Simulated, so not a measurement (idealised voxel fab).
The document below concerns the process module designated voxel gate over fins.
150 nm wide, 5 nm square cells: that's cross-section cut.
Square cells in a grid make up a cross-section in this document, and the grid is given as bands, listed from the top down, each one or more rows of cells.
Each band's line starts with the height of the band's top and of its bottom, in nm. Then come its materials from left to right, each with its width in nm. One material with "edge to edge" fills the band from edge to edge. "blank" is empty space.
We count height from 0. Below that, the starting wafer is all one material. The lowest band never ends at the bottom but goes on down; see "0 nm and below" for how that is written.
Quick explanation for "30->40": the width changes in equal steps down the rows of cells, from the first number in the band's top row to the second number in its bottom row.
No cell of the cross-section changed in a step that is given as "no alteration".
"Voids lacking openings" - sealed voids, min. 8 cells, no opening to top; format: width x height at distance (distance from left edge; nm throughout).
Post-settings text on a step line: simulator's own remark regarding the step.
overlay nm: how far to the right of its planned place the mask lay on this masked step (negative: to the left).

### Listed below are the process steps as planned
1. RECEIVE (material Si)
2. CONFORMAL_DEP (material SiN; thk nm 10)
3. DIRECTIONAL_DEP (material aC; thk nm 10)
4. PATTERN (tone cover; mask id FINS; material resist; width nm 15; pitch nm 35; thk nm 25; overlay nm 0)
5. DIRECTIONAL_ETCH (etch materials aC; depth nm 10)
6. STRIP (etch materials resist)
7. DIRECTIONAL_ETCH (etch materials SiN; depth nm 10)
8. DIRECTIONAL_ETCH (etch materials Si; depth nm 35)
9. STRIP (etch materials aC)
10. FILL_DEP (material SiO2; thk nm 10)
11. CMP (height nm 10)
12. SELECTIVE_ETCH (etch materials SiO2; depth nm 20)
13. STRIP (etch materials SiN)
14. CONFORMAL_DEP (material HfO2; thk nm 5)
15. CONFORMAL_DEP (material TiN; thk nm 5)
16. FILL_DEP (material W; thk nm 15)
17. CMP (height nm 20)
18. CONFORMAL_DEP (material SiCN; thk nm 5)

### Delivered wafer in cross-section: state after step 1
	0 nm and below  Si edge to edge
	Voids lacking openings: none

### Post-module cross-section: identical start and plan to those above, one misstep in execution
	25 nm to 20 nm  aC edge to edge
	20 nm to 10 nm  W edge to edge
	10 nm to 5 nm  W 5 nm; TiN 140 nm; W 5 nm
	5 nm to 0 nm  W 5 nm; TiN 5 nm; HfO2 25 nm; TiN 10 nm; HfO2 25 nm; TiN 10 nm; HfO2 25 nm; TiN 10 nm; HfO2 25 nm; TiN 5 nm; W 5 nm
	0 nm to -5 nm  TiN 10 nm; HfO2 5 nm; Si 15 nm; HfO2 5 nm; TiN 10 nm; HfO2 5 nm; Si 15 nm; HfO2 5 nm; TiN 10 nm; HfO2 5 nm; Si 15 nm; HfO2 5 nm; TiN 10 nm; HfO2 5 nm; Si 15 nm; HfO2 5 nm; TiN 10 nm
	-5 nm to -10 nm  HfO2 15 nm; Si 15 nm; HfO2 20 nm; Si 15 nm; HfO2 20 nm; Si 15 nm; HfO2 20 nm; Si 15 nm; HfO2 15 nm
	-10 nm to -35 nm  SiO2 15 nm; Si 15 nm; SiO2 20 nm; Si 15 nm; SiO2 20 nm; Si 15 nm; SiO2 20 nm; Si 15 nm; SiO2 15 nm
	-35 nm and below  Si edge to edge
	Voids lacking openings: none
Heads up, the wafer didn't run the way we planned it: planned and actual differ for step 18; actual: CONFORMAL_DEP (material aC; thk nm 5)
